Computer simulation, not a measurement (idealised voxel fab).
Proc. module: voxel plated lines
Cross-sectional view cut (width: 180 nm; square cell size: 5 nm).
A cross-section is a grid of square cells, given in bands from the top down. A band is one or more rows of cells. Basically the band line says how high the top is and how high the bottom is, in nm, and then what's in it from left to right, every material with its width in nm. Empty space shows up as "blank", and if a single material carries "full width" it runs the full band edge to edge. Note: height 0 marks the level under which the wafer is uniformly one material as received. Lowest band unbounded below, written "z 0 and below". It should be noted that a width expressed as "30..40" varies in equal increments from row to row of cells within the band, taking the value of the first number at the top row and that of the second number at the bottom row. Where a step carries "no alteration", the cross-section came out of it unchanged, cell for cell. Look at "Completely enclosed voids" for the closed voids: empty spaces with no open path to the top, sized 8 cells or up. Each is width x height at distance, distance from the left edge, all nm. Past the settings on a step's line: simulator remark, on that step. The setting "overlay nm" may be written on the line of a step. When the step uses a mask, the value reports how far to the right of the planned place the mask lay, and a negative value reports that it lay to the left. Each pair of cross-sections that follows straddles one process step: the one shows the state before the step, the other the state after it, down to the lowest band that changed and no further. The step in question, and its settings, are given under the pair. Note that a pair is not necessarily a continuation of the pair above it, since pairs can come from different runs of this module on the same starting wafer; it is a continuation only where its entry headed "Pre-step section" says so.
[Pre-step section]
  z 0 and below = Si full width
  Completely enclosed voids: none
[Post-Step Appearance]
  z 15 to 0 = SiO2 full width
  Below 0, the layers are the same as they were.
  Completely enclosed voids: none
What process step lies between the two cross-sections above? CONFORMAL_DEP,material SiO2,thk nm 15
Pre-step section: this step begins from the cross-section that the pair just above shows after its step.
[Post-Step Appearance]
  z 20 to 15 = TiN full width
  Below 15, the layers are the same as they were.
  Completely enclosed voids: none
What process step lies between the two cross-sections above? DIRECTIONAL_DEP,material TiN,thk nm 5
Pre-step section: this step begins from the cross-section that the pair just above shows after its step.
[Post-Step Appearance]
  z 40 to 20 = resist (65), blank (15), resist (15), blank (15), resist (70)
  Below 20, the layers are the same as they were.
  Completely enclosed voids: none
What process step lies between the two cross-sections above? PATTERN,tone open,mask id LINES,material resist,width nm 15,pitch nm 30,thk nm 20,overlay nm 0
Pre-step section: this step begins from the cross-section that the pair just above shows after its step.
[Post-Step Appearance]
  z 40 to 25 = resist (65), blank (15), resist (15), blank (15), resist (70)
  z 25 to 20 = resist (65), Ru (15), resist (15), Ru (15), resist (70)
  Below 20, the layers are the same as they were.
  Completely enclosed voids: none
What process step lies between the two cross-sections above? EPI,material Ru,thk nm 5
Pre-step section: this step begins from the cross-section that the pair just above shows after its step.
[Post-Step Appearance]
  z 25 to 20 = blank (65), Ru (15), blank (15), Ru (15), blank (70)
  Below 20, the layers are the same as they were.
  Completely enclosed voids: none
What process step lies between the two cross-sections above? STRIP,etch materials resist
Pre-step section: this step begins from the cross-section that the pair just above shows after its step.
[Post-Step Appearance]
  z 25 to 20 = blank (65), Ru (15), blank (15), Ru (15), blank (70)
  z 20 to 15 = blank (65), TiN (15), blank (15), TiN (15), blank (70)
  Below 15, the layers are the same as they were.
  Completely enclosed voids: none
What process step lies between the two cross-sections above? DIRECTIONAL_ETCH,etch materials TiN,depth nm 5
Pre-step section: this step begins from the cross-section that the pair just above shows after its step.
[Post-Step Appearance]
  z 30 to 25 = blank (60), SiO2 (25), blank (5), SiO2 (25), blank (65)
  z 25 to 20 = blank (60), SiO2 (5), Ru (15), SiO2 (5), blank (5), SiO2 (5), Ru (15), SiO2 (5), blank (65)
  z 20 to 15 = SiO2 (65), TiN (15), SiO2 (15), TiN (15), SiO2 (70)
  Below 15, the layers are the same as they were.
  Completely enclosed voids: none
What process step lies between the two cross-sections above? CONFORMAL_DEP,material SiO2,thk nm 5
[Pre-step section]
  z 0 and below = Si full width
  Completely enclosed voids: none
[Post-Step Appearance]
  z 5 to 0 = TiN full width
  Below 0, the layers are the same as they were.
  Completely enclosed voids: none
What process step lies between the two cross-sections above? DIRECTIONAL_DEP,material TiN,thk nm 5
Pre-step section: this step begins from the cross-section that the pair just above shows after its step.
[Post-Step Appearance]
  z 25 to 5 = resist (65), blank (15), resist (15), blank (15), resist (70)
  Below 5, the layers are the same as they were.
  Completely enclosed voids: none
What process step lies between the two cross-sections above? PATTERN,tone open,mask id LINES,material resist,width nm 15,pitch nm 30,thk nm 20,overlay nm 0
Pre-step section: this step begins from the cross-section that the pair just above shows after its step.
[Post-Step Appearance]
  z 25 to 10 = resist (65), blank (15), resist (15), blank (15), resist (70)
  z 10 to 5 = resist (65), Ru (15), resist (15), Ru (15), resist (70)
  Below 5, the layers are the same as they were.
  Completely enclosed voids: none
What process step lies between the two cross-sections above? EPI,material Ru,thk nm 5
Pre-step section: this step begins from the cross-section that the pair just above shows after its step.
[Post-Step Appearance]
  z 10 to 5 = blank (65), Ru (15), blank (15), Ru (15), blank (70)
  Below 5, the layers are the same as they were.
  Completely enclosed voids: none
What process step lies between the two cross-sections above? STRIP,etch materials resist
Pre-step section: this step begins from the cross-section that the pair just above shows after its step.
[Post-Step Appearance]
  z 10 to 5 = blank (65), Ru (15), blank (15), Ru (15), blank (70)
  z 5 to 0 = blank (65), TiN (15), blank (15), TiN (15), blank (70)
  Below 0, the layers are the same as they were.
  Completely enclosed voids: none
What process step lies between the two cross-sections above? DIRECTIONAL_ETCH,etch materials TiN,depth nm 5
Pre-step section: this step begins from the cross-section that the pair just above shows after its step.
[Post-Step Appearance]
  z 15 to 10 = blank (60), SiO2 (25), blank (5), SiO2 (25), blank (65)
  z 10 to 5 = blank (60), SiO2 (5), Ru (15), SiO2 (5), blank (5), SiO2 (5), Ru (15), SiO2 (5), blank (65)
  z 5 to 0 = SiO2 (65), TiN (15), SiO2 (15), TiN (15), SiO2 (70)
  Below 0, the layers are the same as they were.
  Completely enclosed voids: none
What process step lies between the two cross-sections above? CONFORMAL_DEP,material SiO2,thk nm 5
[Pre-step section]
  z 15 to 0 = SiO2 full width
  z 0 and below = Si full width
  Completely enclosed voids: none
[Post-Step Appearance]
  z 30 to 0 = SiO2 full width
  Below 0, the layers are the same as they were.
  Completely enclosed voids: none
What process step lies between the two cross-sections above? CONFORMAL_DEP,material SiO2,thk nm 15
Pre-step section: this step begins from the cross-section that the pair just above shows after its step.
[Post-Step Appearance]
  z 35 to 30 = TiN full width
  Below 30, the layers are the same as they were.
  Completely enclosed voids: none
What process step lies between the two cross-sections above? DIRECTIONAL_DEP,material TiN,thk nm 5
Pre-step section: this step begins from the cross-section that the pair just above shows after its step.
[Post-Step Appearance]
  z 55 to 35 = resist (65), blank (15), resist (15), blank (15), resist (70)
  Below 35, the layers are the same as they were.
  Completely enclosed voids: none
What process step lies between the two cross-sections above? PATTERN,tone open,mask id LINES,material resist,width nm 15,pitch nm 30,thk nm 20,overlay nm 0
Pre-step section: this step begins from the cross-section that the pair just above shows after its step.
[Post-Step Appearance]
  z 55 to 40 = resist (65), blank (15), resist (15), blank (15), resist (70)
  z 40 to 35 = resist (65), Ru (15), resist (15), Ru (15), resist (70)
  Below 35, the layers are the same as they were.
  Completely enclosed voids: none
What process step lies between the two cross-sections above? EPI,material Ru,thk nm 5
Pre-step section: this step begins from the cross-section that the pair just above shows after its step.
[Post-Step Appearance]
  z 40 to 35 = blank (65), Ru (15), blank (15), Ru (15), blank (70)
  Below 35, the layers are the same as they were.
  Completely enclosed voids: none
What process step lies between the two cross-sections above? STRIP,etch materials resist
Pre-step section: this step begins from the cross-section that the pair just above shows after its step.
[Post-Step Appearance]
  z 40 to 35 = blank (65), Ru (15), blank (15), Ru (15), blank (70)
  z 35 to 30 = blank (65), TiN (15), blank (15), TiN (15), blank (70)
  Below 30, the layers are the same as they were.
  Completely enclosed voids: none
What process step lies between the two cross-sections above? DIRECTIONAL_ETCH,etch materials TiN,depth nm 5
Pre-step section: this step begins from the cross-section that the pair just above shows after its step.
[Post-Step Appearance]
  z 45 to 40 = blank (60), SiO2 (25), blank (5), SiO2 (25), blank (65)
  z 40 to 35 = blank (60), SiO2 (5), Ru (15), SiO2 (5), blank (5), SiO2 (5), Ru (15), SiO2 (5), blank (65)
  z 35 to 30 = SiO2 (65), TiN (15), SiO2 (15), TiN (15), SiO2 (70)
  Below 30, the layers are the same as they were.
  Completely enclosed voids: none
What process step lies between the two cross-sections above? CONFORMAL_DEP,material SiO2,thk nm 5
[Pre-step section]
  z 5 to 0 = TiN full width
  z 0 and below = Si full width
  Completely enclosed voids: none
[Post-Step Appearance]
  z 20 to 5 = SiO2 full width
  Below 5, the layers are the same as they were.
  Completely enclosed voids: none
What process step lies between the two cross-sections above? CONFORMAL_DEP,material SiO2,thk nm 15
Pre-step section: this step begins from the cross-section that the pair just above shows after its step.
[Post-Step Appearance]
  z 40 to 20 = resist (65), blank (15), resist (15), blank (15), resist (70)
  Below 20, the layers are the same as they were.
  Completely enclosed voids: none
What process step lies between the two cross-sections above? PATTERN,tone open,mask id LINES,material resist,width nm 15,pitch nm 30,thk nm 20,overlay nm 0
Pre-step section: this step begins from the cross-section that the pair just above shows after its step.
[Post-Step Appearance]
  z 20 to 5 = SiO2 full width
  Below 5, the layers are the same as they were.
  Completely enclosed voids: none
What process step lies between the two cross-sections above? STRIP,etch materials resist
Pre-step section: this step begins from the cross-section that the pair just above shows after its step.
[Post-Step Appearance]
  z 25 to 5 = SiO2 full width
  Below 5, the layers are the same as they were.
  Completely enclosed voids: none
What process step lies between the two cross-sections above? CONFORMAL_DEP,material SiO2,thk nm 5
[Pre-step section]
  z 0 and below = Si full width
  Completely enclosed voids: none
[Post-Step Appearance]
  z 10 to 0 = SiO2 full width
  Below 0, the layers are the same as they were.
  Completely enclosed voids: none
What process step lies between the two cross-sections above? CONFORMAL_DEP,material SiO2,thk nm 10
Pre-step section: this step begins from the cross-section that the pair just above shows after its step.
[Post-Step Appearance]
  z 15 to 10 = TiN full width
  Below 10, the layers are the same as they were.
  Completely enclosed voids: none
What process step lies between the two cross-sections above? DIRECTIONAL_DEP,material TiN,thk nm 5
Pre-step section: this step begins from the cross-section that the pair just above shows after its step.
[Post-Step Appearance]
  z 35 to 15 = resist (65), blank (15), resist (15), blank (15), resist (70)
  Below 15, the layers are the same as they were.
  Completely enclosed voids: none
What process step lies between the two cross-sections above? PATTERN,tone open,mask id LINES,material resist,width nm 15,pitch nm 30,thk nm 20,overlay nm 0
Pre-step section: this step begins from the cross-section that the pair just above shows after its step.
[Post-Step Appearance]
  z 35 to 20 = resist (65), blank (15), resist (15), blank (15), resist (70)
  z 20 to 15 = resist (65), Ru (15), resist (15), Ru (15), resist (70)
  Below 15, the layers are the same as they were.
  Completely enclosed voids: none
What process step lies between the two cross-sections above? EPI,material Ru,thk nm 5
Pre-step section: this step begins from the cross-section that the pair just above shows after its step.
[Post-Step Appearance]
  z 20 to 15 = blank (65), Ru (15), blank (15), Ru (15), blank (70)
  Below 15, the layers are the same as they were.
  Completely enclosed voids: none
What process step lies between the two cross-sections above? STRIP,etch materials resist
Pre-step section: this step begins from the cross-section that the pair just above shows after its step.
[Post-Step Appearance]
  z 20 to 15 = blank (65), Ru (15), blank (15), Ru (15), blank (70)
  z 15 to 10 = blank (65), TiN (15), blank (15), TiN (15), blank (70)
  Below 10, the layers are the same as they were.
  Completely enclosed voids: none
What process step lies between the two cross-sections above? DIRECTIONAL_ETCH,etch materials TiN,depth nm 5
Pre-step section: this step begins from the cross-section that the pair just above shows after its step.
[Post-Step Appearance]
  z 25 to 20 = blank (60), SiO2 (25), blank (5), SiO2 (25), blank (65)
  z 20 to 15 = blank (60), SiO2 (5), Ru (15), SiO2 (5), blank (5), SiO2 (5), Ru (15), SiO2 (5), blank (65)
  z 15 to 10 = SiO2 (65), TiN (15), SiO2 (15), TiN (15), SiO2 (70)
  Below 10, the layers are the same as they were.
  Completely enclosed voids: none
What process step lies between the two cross-sections above? CONFORMAL_DEP,material SiO2,thk nm 5
[Pre-step section]
  z 20 to 15 = TiN full width
  z 15 to 0 = SiO2 full width
  z 0 and below = Si full width
  Completely enclosed voids: none
[Post-Step Appearance]
  z 40 to 20 = resist (70), blank (15), resist (15), blank (15), resist (65)
  Below 20, the layers are the same as they were.
  Completely enclosed voids: none
What process step lies between the two cross-sections above? PATTERN,tone open,mask id LINES,material resist,width nm 15,pitch nm 30,thk nm 20,overlay nm 5
Pre-step section: this step begins from the cross-section that the pair just above shows after its step.
[Post-Step Appearance]
  z 40 to 25 = resist (70), blank (15), resist (15), blank (15), resist (65)
  z 25 to 20 = resist (70), Ru (15), resist (15), Ru (15), resist (65)
  Below 20, the layers are the same as they were.
  Completely enclosed voids: none
What process step lies between the two cross-sections above? EPI,material Ru,thk nm 5
Pre-step section: this step begins from the cross-section that the pair just above shows after its step.
[Post-Step Appearance]
  z 25 to 20 = blank (70), Ru (15), blank (15), Ru (15), blank (65)
  Below 20, the layers are the same as they were.
  Completely enclosed voids: none
What process step lies between the two cross-sections above? STRIP,etch materials resist
Pre-step section: this step begins from the cross-section that the pair just above shows after its step.
[Post-Step Appearance]
  z 25 to 20 = blank (70), Ru (15), blank (15), Ru (15), blank (65)
  z 20 to 15 = blank (70), TiN (15), blank (15), TiN (15), blank (65)
  Below 15, the layers are the same as they were.
  Completely enclosed voids: none
What process step lies between the two cross-sections above? DIRECTIONAL_ETCH,etch materials TiN,depth nm 5
Pre-step section: this step begins from the cross-section that the pair just above shows after its step.
[Post-Step Appearance]
  z 30 to 25 = blank (65), SiO2 (25), blank (5), SiO2 (25), blank (60)
  z 25 to 20 = blank (65), SiO2 (5), Ru (15), SiO2 (5), blank (5), SiO2 (5), Ru (15), SiO2 (5), blank (60)
  z 20 to 15 = SiO2 (70), TiN (15), SiO2 (15), TiN (15), SiO2 (65)
  Below 15, the layers are the same as they were.
  Completely enclosed voids: none
What process step lies between the two cross-sections above? CONFORMAL_DEP,material SiO2,thk nm 5
[Pre-step section]
  z 0 and below = Si full width
  Completely enclosed voids: none
[Post-Step Appearance]
  z 15 to 0 = Ru full width
  Below 0, the layers are the same as they were.
  Completely enclosed voids: none
What process step lies between the two cross-sections above? CONFORMAL_DEP,material Ru,thk nm 15
Pre-step section: this step begins from the cross-section that the pair just above shows after its step.
[Post-Step Appearance]
  z 20 to 15 = TiN full width
  Below 15, the layers are the same as they were.
  Completely enclosed voids: none
What process step lies between the two cross-sections above? DIRECTIONAL_DEP,material TiN,thk nm 5
Pre-step section: this step begins from the cross-section that the pair just above shows after its step.
[Post-Step Appearance]
  z 40 to 20 = resist (65), blank (15), resist (15), blank (15), resist (70)
  Below 20, the layers are the same as they were.
  Completely enclosed voids: none
What process step lies between the two cross-sections above? PATTERN,tone open,mask id LINES,material resist,width nm 15,pitch nm 30,thk nm 20,overlay nm 0
Pre-step section: this step begins from the cross-section that the pair just above shows after its step.
[Post-Step Appearance]
  z 40 to 25 = resist (65), blank (15), resist (15), blank (15), resist (70)
  z 25 to 20 = resist (65), Ru (15), resist (15), Ru (15), resist (70)
  Below 20, the layers are the same as they were.
  Completely enclosed voids: none
What process step lies between the two cross-sections above? EPI,material Ru,thk nm 5
Pre-step section: this step begins from the cross-section that the pair just above shows after its step.
[Post-Step Appearance]
  z 25 to 20 = blank (65), Ru (15), blank (15), Ru (15), blank (70)
  Below 20, the layers are the same as they were.
  Completely enclosed voids: none
What process step lies between the two cross-sections above? STRIP,etch materials resist
Pre-step section: this step begins from the cross-section that the pair just above shows after its step.
[Post-Step Appearance]
  z 25 to 20 = blank (65), Ru (15), blank (15), Ru (15), blank (70)
  z 20 to 15 = blank (65), TiN (15), blank (15), TiN (15), blank (70)
  Below 15, the layers are the same as they were.
  Completely enclosed voids: none
What process step lies between the two cross-sections above? DIRECTIONAL_ETCH,etch materials TiN,depth nm 5
Pre-step section: this step begins from the cross-section that the pair just above shows after its step.
[Post-Step Appearance]
  z 30 to 25 = blank (60), SiO2 (25), blank (5), SiO2 (25), blank (65)
  z 25 to 20 = blank (60), SiO2 (5), Ru (15), SiO2 (5), blank (5), SiO2 (5), Ru (15), SiO2 (5), blank (65)
  z 20 to 15 = SiO2 (65), TiN (15), SiO2 (15), TiN (15), SiO2 (70)
  Below 15, the layers are the same as they were.
  Completely enclosed voids: none
What process step lies between the two cross-sections above? CONFORMAL_DEP,material SiO2,thk nm 5
[Pre-step section]
  z 20 to 15 = TiN full width
  z 15 to 0 = SiO2 full width
  z 0 and below = Si full width
  Completely enclosed voids: none
[Post-Step Appearance]
  z 40 to 20 = blank (65), resist (15), blank (15), resist (15), blank (70)
  Below 20, the layers are the same as they were.
  Completely enclosed voids: none
What process step lies between the two cross-sections above? PATTERN,tone cover,mask id LINES,material resist,width nm 15,pitch nm 30,thk nm 20,overlay nm 0
Pre-step section: this step begins from the cross-section that the pair just above shows after its step.
[Post-Step Appearance]
  z 40 to 25 = blank (65), resist (15), blank (15), resist (15), blank (70)
  z 25 to 20 = Ru (65), resist (15), Ru (15), resist (15), Ru (70)
  Below 20, the layers are the same as they were.
  Completely enclosed voids: none
What process step lies between the two cross-sections above? EPI,material Ru,thk nm 5
Pre-step section: this step begins from the cross-section that the pair just above shows after its step.
[Post-Step Appearance]
  z 25 to 20 = Ru (65), blank (15), Ru (15), blank (15), Ru (70)
  Below 20, the layers are the same as they were.
  Completely enclosed voids: none
What process step lies between the two cross-sections above? STRIP,etch materials resist
Pre-step section: this step begins from the cross-section that the pair just above shows after its step.
[Post-Step Appearance]
  z 25 to 20 = Ru (65), blank (15), Ru (15), blank (15), Ru (70)
  z 20 to 15 = TiN (65), blank (15), TiN (15), blank (15), TiN (70)
  Below 15, the layers are the same as they were.
  Completely enclosed voids: none
What process step lies between the two cross-sections above? DIRECTIONAL_ETCH,etch materials TiN,depth nm 5
Pre-step section: this step begins from the cross-section that the pair just above shows after its step.
[Post-Step Appearance]
  z 30 to 25 = SiO2 (70), blank (5), SiO2 (25), blank (5), SiO2 (75)
  z 25 to 20 = Ru (65), SiO2 (5), blank (5), SiO2 (5), Ru (15), SiO2 (5), blank (5), SiO2 (5), Ru (70)
  z 20 to 15 = TiN (65), SiO2 (15), TiN (15), SiO2 (15), TiN (70)
  Below 15, the layers are the same as they were.
  Completely enclosed voids: none
What process step lies between the two cross-sections above? CONFORMAL_DEP,material SiO2,thk nm 5
